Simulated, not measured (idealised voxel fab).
Proc. module: voxel double patterning
Square cell edge 5 nm, section width 150 nm, ID cut.
When this document writes out a cross-section, it uses a grid of square cells and lists it as bands, beginning at the top and moving down, with a band standing for one or more rows of cells. Top, bottom (nm), then materials left to right with widths (nm); lone material tagged "edge to edge" fills the whole band edge to edge; "air" = empty space. Where do heights start? At 0: under that level the wafer as delivered is made of one material only. And the lowest band has no floor; it just carries on downward, as in "0 down". A two-number width, for instance "30->40", indicates that the width is equal to the first number in the top row of the band and to the second number in the bottom row, and that it changes by a constant amount per row of cells. Given "nothing altered" for a step, no cell of the cross-section differs between before and after that step. Look at "Enclosed void list" for the closed voids: empty spaces with no open path to the top, sized 8 cells or up. Each is width x height at distance, distance from the left edge, all nm. Heads up: the bit after the settings on a step's line is the simulator's remark on that step. Among the settings permitted on a step's line is "overlay nm"; applied to a step with a mask, it specifies the extent to which the mask lay to the right of its planned position, whereas a negative figure signifies a position to the left.
-- This section lists the process steps that were planned
step 1: RECEIVE, material Si
step 2: CONFORMAL_DEP, material SiN, thk nm 10
step 3: DIRECTIONAL_DEP, material SiO2, thk nm 10
step 4: DIRECTIONAL_DEP, material SiCN, thk nm 5
step 5: DIRECTIONAL_DEP, material aC, thk nm 15
step 6: PATTERN, tone open, mask id FIRST, material resist, width nm 15, pitch nm 50, thk nm 35, overlay nm 0
step 7: DIRECTIONAL_ETCH, etch materials aC, depth nm 15
step 8: STRIP, etch materials resist
step 9: DIRECTIONAL_ETCH, etch materials SiCN, depth nm 5
step 10: STRIP, etch materials aC
step 11: PATTERN, tone open, mask id SECOND, material resist, width nm 15, thk nm 15, overlay nm 0
step 12: DIRECTIONAL_ETCH, etch materials SiCN, depth nm 5
step 13: STRIP, etch materials resist
step 14: DIRECTIONAL_ETCH, etch materials SiO2, depth nm 10
step 15: STRIP, etch materials SiCN
-- First of two wafers, processed according to plan
-- Cross-section of the wafer at receipt, which is the condition after step 1
  0 down | Si edge to edge
  Enclosed void list: none
-- Step 2 complete: cross-section through the wafer
  10 to 0 | SiN edge to edge
  Below a height of 0, the structure has not been altered.
-- Step 3 complete: cross-section through the wafer
  20 to 10 | SiO2 edge to edge
  Below a height of 10, the structure has not been altered.
-- Step 4 complete: cross-section through the wafer
  25 to 20 | SiCN edge to edge
  Below a height of 20, the structure has not been altered.
-- Step 5 complete: cross-section through the wafer
  40 to 25 | aC edge to edge
  Below a height of 25, the structure has not been altered.
-- Step 6 complete: cross-section through the wafer
  75 to 40 | resist (40)  air (15)  resist (35)  air (15)  resist (45)
  Below a height of 40, the structure has not been altered.
-- Step 7 complete: cross-section through the wafer
  60 to 40 | resist (40)  air (15)  resist (35)  air (15)  resist (45)
  40 to 25 | aC (40)  air (15)  aC (35)  air (15)  aC (45)
  Below a height of 25, the structure has not been altered.
-- Step 8 complete: cross-section through the wafer
  40 to 25 | aC (40)  air (15)  aC (35)  air (15)  aC (45)
  Below a height of 25, the structure has not been altered.
-- Step 9 complete: cross-section through the wafer
  40 to 25 | aC (40)  air (15)  aC (35)  air (15)  aC (45)
  25 to 20 | SiCN (40)  air (15)  SiCN (35)  air (15)  SiCN (45)
  Below a height of 20, the structure has not been altered.
-- Step 10 complete: cross-section through the wafer
  25 to 20 | SiCN (40)  air (15)  SiCN (35)  air (15)  SiCN (45)
  Below a height of 20, the structure has not been altered.
-- Step 11 complete: cross-section through the wafer
  40 to 25 | resist (65)  air (15)  resist (70)
  25 to 20 | SiCN (40)  resist (15)  SiCN (35)  resist (15)  SiCN (45)
  Below a height of 20, the structure has not been altered.
-- Step 12 complete: cross-section through the wafer
  40 to 25 | resist (65)  air (15)  resist (70)
  25 to 20 | SiCN (40)  resist (15)  SiCN (10)  air (15)  SiCN (10)  resist (15)  SiCN (45)
  Below a height of 20, the structure has not been altered.
-- Step 13 complete: cross-section through the wafer
  25 to 20 | SiCN (40)  air (15)  SiCN (10)  air (15)  SiCN (10)  air (15)  SiCN (45)
  Below a height of 20, the structure has not been altered.
-- Step 14 complete: cross-section through the wafer
  25 to 20 | SiCN (40)  air (15)  SiCN (10)  air (15)  SiCN (10)  air (15)  SiCN (45)
  20 to 10 | SiO2 (40)  air (15)  SiO2 (10)  air (15)  SiO2 (10)  air (15)  SiO2 (45)
  Below a height of 10, the structure has not been altered.
-- Step 15 complete: cross-section through the wafer
  20 to 10 | SiO2 (40)  air (15)  SiO2 (10)  air (15)  SiO2 (10)  air (15)  SiO2 (45)
  Below a height of 10, the structure has not been altered.
-- For the second wafer, take the first wafer's start and plan, then add one mistake made in running it; everything through step 1, that step included, is shared with the first
-- Cross-sectional representation of the second wafer at the time designated in the plan for the completion of step 2
  10 to 0 | SiO2 edge to edge
  Below a height of 0, the structure has not been altered.
-- Cross-sectional representation of the second wafer at the time designated in the plan for the completion of step 3
  20 to 10 | SiN edge to edge
  Below a height of 10, the structure has not been altered.
-- Cross-sectional representation of the second wafer at the time designated in the plan for the completion of step 4
  25 to 20 | SiCN edge to edge
  Below a height of 20, the structure has not been altered.
-- Cross-sectional representation of the second wafer at the time designated in the plan for the completion of step 5
  40 to 25 | aC edge to edge
  Below a height of 25, the structure has not been altered.
-- Cross-sectional representation of the second wafer at the time designated in the plan for the completion of step 6
  75 to 40 | resist (40)  air (15)  resist (35)  air (15)  resist (45)
  Below a height of 40, the structure has not been altered.
-- Cross-sectional representation of the second wafer at the time designated in the plan for the completion of step 7
  60 to 40 | resist (40)  air (15)  resist (35)  air (15)  resist (45)
  40 to 25 | aC (40)  air (15)  aC (35)  air (15)  aC (45)
  Below a height of 25, the structure has not been altered.
-- Cross-sectional representation of the second wafer at the time designated in the plan for the completion of step 8
  40 to 25 | aC (40)  air (15)  aC (35)  air (15)  aC (45)
  Below a height of 25, the structure has not been altered.
-- Cross-sectional representation of the second wafer at the time designated in the plan for the completion of step 9
  40 to 25 | aC (40)  air (15)  aC (35)  air (15)  aC (45)
  25 to 20 | SiCN (40)  air (15)  SiCN (35)  air (15)  SiCN (45)
  Below a height of 20, the structure has not been altered.
-- Cross-sectional representation of the second wafer at the time designated in the plan for the completion of step 10
  25 to 20 | SiCN (40)  air (15)  SiCN (35)  air (15)  SiCN (45)
  Below a height of 20, the structure has not been altered.
-- Cross-sectional representation of the second wafer at the time designated in the plan for the completion of step 11
  40 to 25 | resist (65)  air (15)  resist (70)
  25 to 20 | SiCN (40)  resist (15)  SiCN (35)  resist (15)  SiCN (45)
  Below a height of 20, the structure has not been altered.
-- Cross-sectional representation of the second wafer at the time designated in the plan for the completion of step 12
  40 to 25 | resist (65)  air (15)  resist (70)
  25 to 20 | SiCN (40)  resist (15)  SiCN (10)  air (15)  SiCN (10)  resist (15)  SiCN (45)
  Below a height of 20, the structure has not been altered.
-- Cross-sectional representation of the second wafer at the time designated in the plan for the completion of step 13
  25 to 20 | SiCN (40)  air (15)  SiCN (10)  air (15)  SiCN (10)  air (15)  SiCN (45)
  Below a height of 20, the structure has not been altered.
Cross-sectional representation of the second wafer at the time designated in the plan for the completion of step 14: nothing altered
-- Cross-sectional representation of the second wafer at the time designated in the plan for the completion of step 15
  20 to 10 | SiN edge to edge
  Below a height of 10, the structure has not been altered.
Deviation from plan: sequence error: steps 2 and 3 interchanged
Final difference in cells, second wafer against first, listed per material as more or fewer: SiO2: 18 more
